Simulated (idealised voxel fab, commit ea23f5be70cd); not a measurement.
This is a process module. Its name is voxel transistor to metal.
Section cut is 285 nm wide and gridded with 5 nm square cells.
Just so we're on the same page, the cross-sections are grids of square cells, and they're listed out in bands top to bottom, each band one or more rows deep.
Band: top and bottom heights (nm) first, top before bottom; then materials from left to right, widths in nm. "all across" marks a sole material filling the band edge to edge. "air" denotes empty space.
Zero point of the height axis is 0; under it, received wafer = one material. Lowest band: continues down indefinitely, "z 0 and below".
You'd read "30->40" like this: the band's top row of cells is as wide as the first number, its bottom row is as wide as the second, and going down, every row changes width by the same amount as the row before did.
"identical to before", as given for a step, is the statement that not any cell of the cross-section underwent a change during that step.
"Fully closed voids" means: voids of 8 cells or more that are shut off from the top with no open way through. Written width x height at distance, distance from the left edge, in nm.
after a step's settings: what the simulator itself notes on the step
On any step carrying a mask, the "overlay nm" setting, if present on the step's line, tells how far right of its planned place the mask lay; negative values point to the left.

So here's the lineup of process steps we planned:
1,RECEIVE [material Si]
2,CONFORMAL_DEP [material SiO2] [thk nm 5]
3,CONFORMAL_DEP [material SiN] [thk nm 10]
4,PATTERN [tone cover] [mask id ACTIVE] [material resist] [width nm 115] [pitch nm 135] [thk nm 20] [overlay nm 0]
5,DIRECTIONAL_ETCH [etch materials SiN] [depth nm 10]
6,DIRECTIONAL_ETCH [etch materials SiO2] [depth nm 5]
7,DIRECTIONAL_ETCH [etch materials Si] [depth nm 20]
8,STRIP [etch materials resist]
9,FILL_DEP [material SiO2] [thk nm 5]
10,CMP [height nm 15]
11,SELECTIVE_ETCH [etch materials SiO2] [depth nm 10]
12,STRIP [etch materials SiN]
13,SELECTIVE_ETCH [etch materials SiO2] [depth nm 5]
14,OXIDIZE [depth nm 5]
15,DIRECTIONAL_DEP [material polySi] [thk nm 30]
16,DIRECTIONAL_DEP [material SiCN] [thk nm 15]
17,PATTERN [tone cover] [mask id GATE] [material resist] [width nm 25] [pitch nm 135] [thk nm 20] [overlay nm 0]
18,DIRECTIONAL_ETCH [etch materials SiCN] [depth nm 25]
19,DIRECTIONAL_ETCH [etch materials polySi] [depth nm 40]
20,STRIP [etch materials resist]
21,CONFORMAL_DEP [material SiO2] [thk nm 5]
22,DIRECTIONAL_ETCH [etch materials SiO2] [depth nm 5]
23,CONFORMAL_DEP [material SiN] [thk nm 5]
24,DIRECTIONAL_ETCH [etch materials SiN] [depth nm 5]
25,DIRECTIONAL_ETCH [etch materials SiO2] [depth nm 5]
26,DIRECTIONAL_ETCH [etch materials Si] [depth nm 10]
27,EPI [material pSi] [thk nm 15]
28,FILL_DEP [material SiO2] [thk nm 5]
29,CMP [height nm 45]
30,DIRECTIONAL_DEP [material SiO2] [thk nm 10]
31,PATTERN [tone open] [mask id CONTACT] [material resist] [width nm 15] [thk nm 15] [overlay nm 0]
32,DIRECTIONAL_ETCH [etch materials SiO2] [depth nm 55]
33,STRIP [etch materials resist]
34,CONFORMAL_DEP [material TiN] [thk nm 5]
35,FILL_DEP [material W] [thk nm 10]
36,CMP [height nm 55]
37,CONFORMAL_DEP [material SiCN] [thk nm 5]
38,DIRECTIONAL_DEP [material SiO2] [thk nm 20]
39,DIRECTIONAL_DEP [material aC] [thk nm 10]
40,PATTERN [tone open] [mask id METAL_1] [material resist] [width nm 15] [thk nm 30] [overlay nm 0]
41,DIRECTIONAL_ETCH [etch materials aC] [depth nm 10]
42,STRIP [etch materials resist]
43,DIRECTIONAL_ETCH [etch materials SiO2] [depth nm 20]
44,DIRECTIONAL_ETCH [etch materials SiCN] [depth nm 5]
45,STRIP [etch materials aC]
46,CONFORMAL_DEP [material TiN] [thk nm 5]
47,FILL_DEP [material Cu] [thk nm 5]
48,CMP [height nm 80]
49,CONFORMAL_DEP [material SiCN] [thk nm 5]
50,DIRECTIONAL_DEP [material lowk] [thk nm 35]
51,PATTERN [tone open] [mask id METAL_2] [material resist] [width nm 15] [pitch nm 135] [thk nm 15] [overlay nm 0]
52,DIRECTIONAL_ETCH [etch materials lowk] [depth nm 20]
53,STRIP [etch materials resist]
54,MASKED_ETCH [tone open] [mask id METAL_2_HOLES] [width nm 15] [pitch nm 135] [etch materials lowk] [depth nm 15] [overlay nm 0]
55,MASKED_ETCH [tone open] [mask id METAL_2_HOLES] [width nm 15] [pitch nm 135] [etch materials SiCN] [depth nm 5] [overlay nm 0]
56,CONFORMAL_DEP [material TiN] [thk nm 5]
57,FILL_DEP [material Ru] [thk nm 5]
58,CMP [height nm 120]
59,CONFORMAL_DEP [material SiN] [thk nm 5]

The cross-section here shows the wafer as received, i.e. in its state after step 1:
> z 0 and below  Si all across
> Fully closed voids: none

Cross-sectional image of the first of two wafers at the end of the module, the run having proceeded as planned:
> z 125 to 120  SiN all across
> z 120 to 85  lowk: 25 | TiN: 5 | Ru: 5 | TiN: 5 | lowk: 120 | TiN: 5 | Ru: 5 | TiN: 5 | lowk: 110
> z 85 to 80  SiCN: 25 | TiN: 15 | SiCN: 120 | TiN: 15 | SiCN: 110
> z 80 to 60  SiO2: 25 | TiN: 5 | Cu: 5 | TiN: 5 | SiO2: 65 | TiN: 5 | Cu: 5 | TiN: 5 | SiO2: 40 | TiN: 5 | Cu: 5 | TiN: 5 | SiO2: 65 | TiN: 5 | Cu: 5 | TiN: 5 | SiO2: 30
> z 60 to 55  SiCN: 25 | TiN: 15 | SiCN: 65 | TiN: 15 | SiCN: 40 | TiN: 15 | SiCN: 65 | TiN: 15 | SiCN: 30
> z 55 to 45  SiO2: 25 | TiN: 5 | W: 5 | TiN: 5 | SiO2: 65 | TiN: 5 | W: 5 | TiN: 5 | SiO2: 40 | TiN: 5 | W: 5 | TiN: 5 | SiO2: 65 | TiN: 5 | W: 5 | TiN: 5 | SiO2: 30
> z 45 to 30  SiO2: 25 | TiN: 5 | W: 5 | TiN: 5 | SiO2: 10 | SiN: 5 | SiO2: 5 | SiCN: 25 | SiO2: 5 | SiN: 5 | SiO2: 10 | TiN: 5 | W: 5 | TiN: 5 | SiO2: 40 | TiN: 5 | W: 5 | TiN: 5 | SiO2: 10 | SiN: 5 | SiO2: 5 | SiCN: 25 | SiO2: 5 | SiN: 5 | SiO2: 10 | TiN: 5 | W: 5 | TiN: 5 | SiO2: 30
> z 30 to 15  SiO2: 25 | TiN: 5 | W: 5 | TiN: 5 | SiO2: 10 | SiN: 5 | SiO2: 5 | polySi: 25 | SiO2: 5 | SiN: 5 | SiO2: 10 | TiN: 5 | W: 5 | TiN: 5 | SiO2: 40 | TiN: 5 | W: 5 | TiN: 5 | SiO2: 10 | SiN: 5 | SiO2: 5 | polySi: 25 | SiO2: 5 | SiN: 5 | SiO2: 10 | TiN: 5 | W: 5 | TiN: 5 | SiO2: 30
> z 15 to 10  SiO2: 25 | TiN: 15 | SiO2: 10 | SiN: 5 | SiO2: 5 | polySi: 25 | SiO2: 5 | SiN: 5 | SiO2: 10 | TiN: 15 | SiO2: 40 | TiN: 15 | SiO2: 10 | SiN: 5 | SiO2: 5 | polySi: 25 | SiO2: 5 | SiN: 5 | SiO2: 10 | TiN: 15 | SiO2: 30
> z 10 to 0  SiO2: 25 | TiN: 10 | pSi: 15 | SiN: 5 | SiO2: 5 | polySi: 25 | SiO2: 5 | SiN: 5 | pSi: 15 | TiN: 10 | SiO2: 40 | TiN: 10 | pSi: 15 | SiN: 5 | SiO2: 5 | polySi: 25 | SiO2: 5 | SiN: 5 | pSi: 15 | TiN: 10 | SiO2: 30
> z 0 to -5  SiO2: 10 | pSi: 40 | SiO2: 45 | pSi: 40 | SiO2: 10 | pSi: 40 | SiO2: 45 | pSi: 40 | SiO2: 15
> z -5 to -15  SiO2: 15 | pSi: 35 | Si: 45 | pSi: 35 | SiO2: 20 | pSi: 35 | Si: 45 | pSi: 35 | SiO2: 20
> z -15 to -20  SiO2: 15 | Si: 115 | SiO2: 20 | Si: 115 | SiO2: 20
> z -20 and below  Si all across
> Fully closed voids: none

Cross-sectional view: second of two wafers, end of module; start and plan identical to the first, one mistake in running:
> z 125 to 120  SiN all across
> z 120 to 85  lowk: 25 | TiN: 5 | Ru: 5 | TiN: 5 | lowk: 120 | TiN: 5 | Ru: 5 | TiN: 5 | lowk: 110
> z 85 to 80  SiCN: 25 | TiN: 15 | SiCN: 120 | TiN: 15 | SiCN: 110
> z 80 to 60  SiO2: 30 | TiN: 5 | Cu: 5 | TiN: 5 | SiO2: 65 | TiN: 5 | Cu: 5 | TiN: 5 | SiO2: 40 | TiN: 5 | Cu: 5 | TiN: 5 | SiO2: 65 | TiN: 5 | Cu: 5 | TiN: 5 | SiO2: 25
> z 60 to 55  SiCN: 30 | TiN: 15 | SiCN: 65 | TiN: 15 | SiCN: 40 | TiN: 15 | SiCN: 65 | TiN: 15 | SiCN: 25
> z 55 to 45  SiO2: 25 | TiN: 5 | W: 5 | TiN: 5 | SiO2: 65 | TiN: 5 | W: 5 | TiN: 5 | SiO2: 40 | TiN: 5 | W: 5 | TiN: 5 | SiO2: 65 | TiN: 5 | W: 5 | TiN: 5 | SiO2: 30
> z 45 to 30  SiO2: 25 | TiN: 5 | W: 5 | TiN: 5 | SiO2: 10 | SiN: 5 | SiO2: 5 | SiCN: 25 | SiO2: 5 | SiN: 5 | SiO2: 10 | TiN: 5 | W: 5 | TiN: 5 | SiO2: 40 | TiN: 5 | W: 5 | TiN: 5 | SiO2: 10 | SiN: 5 | SiO2: 5 | SiCN: 25 | SiO2: 5 | SiN: 5 | SiO2: 10 | TiN: 5 | W: 5 | TiN: 5 | SiO2: 30
> z 30 to 15  SiO2: 25 | TiN: 5 | W: 5 | TiN: 5 | SiO2: 10 | SiN: 5 | SiO2: 5 | polySi: 25 | SiO2: 5 | SiN: 5 | SiO2: 10 | TiN: 5 | W: 5 | TiN: 5 | SiO2: 40 | TiN: 5 | W: 5 | TiN: 5 | SiO2: 10 | SiN: 5 | SiO2: 5 | polySi: 25 | SiO2: 5 | SiN: 5 | SiO2: 10 | TiN: 5 | W: 5 | TiN: 5 | SiO2: 30
> z 15 to 10  SiO2: 25 | TiN: 15 | SiO2: 10 | SiN: 5 | SiO2: 5 | polySi: 25 | SiO2: 5 | SiN: 5 | SiO2: 10 | TiN: 15 | SiO2: 40 | TiN: 15 | SiO2: 10 | SiN: 5 | SiO2: 5 | polySi: 25 | SiO2: 5 | SiN: 5 | SiO2: 10 | TiN: 15 | SiO2: 30
> z 10 to 0  SiO2: 25 | TiN: 10 | pSi: 15 | SiN: 5 | SiO2: 5 | polySi: 25 | SiO2: 5 | SiN: 5 | pSi: 15 | TiN: 10 | SiO2: 40 | TiN: 10 | pSi: 15 | SiN: 5 | SiO2: 5 | polySi: 25 | SiO2: 5 | SiN: 5 | pSi: 15 | TiN: 10 | SiO2: 30
> z 0 to -5  SiO2: 10 | pSi: 40 | SiO2: 45 | pSi: 40 | SiO2: 10 | pSi: 40 | SiO2: 45 | pSi: 40 | SiO2: 15
> z -5 to -15  SiO2: 15 | pSi: 35 | Si: 45 | pSi: 35 | SiO2: 20 | pSi: 35 | Si: 45 | pSi: 35 | SiO2: 20
> z -15 to -20  SiO2: 15 | Si: 115 | SiO2: 20 | Si: 115 | SiO2: 20
> z -20 and below  Si all across
> Fully closed voids: none
Misprocessing identified: it should be noted that step 40 was executed with settings other than those planned, the operation and settings actually applied being PATTERN [tone open] [mask id METAL_1] [material resist] [width nm 15] [thk nm 30] [overlay nm 5]
Final wafers compared: equal cell tally per material, rearranged layout.
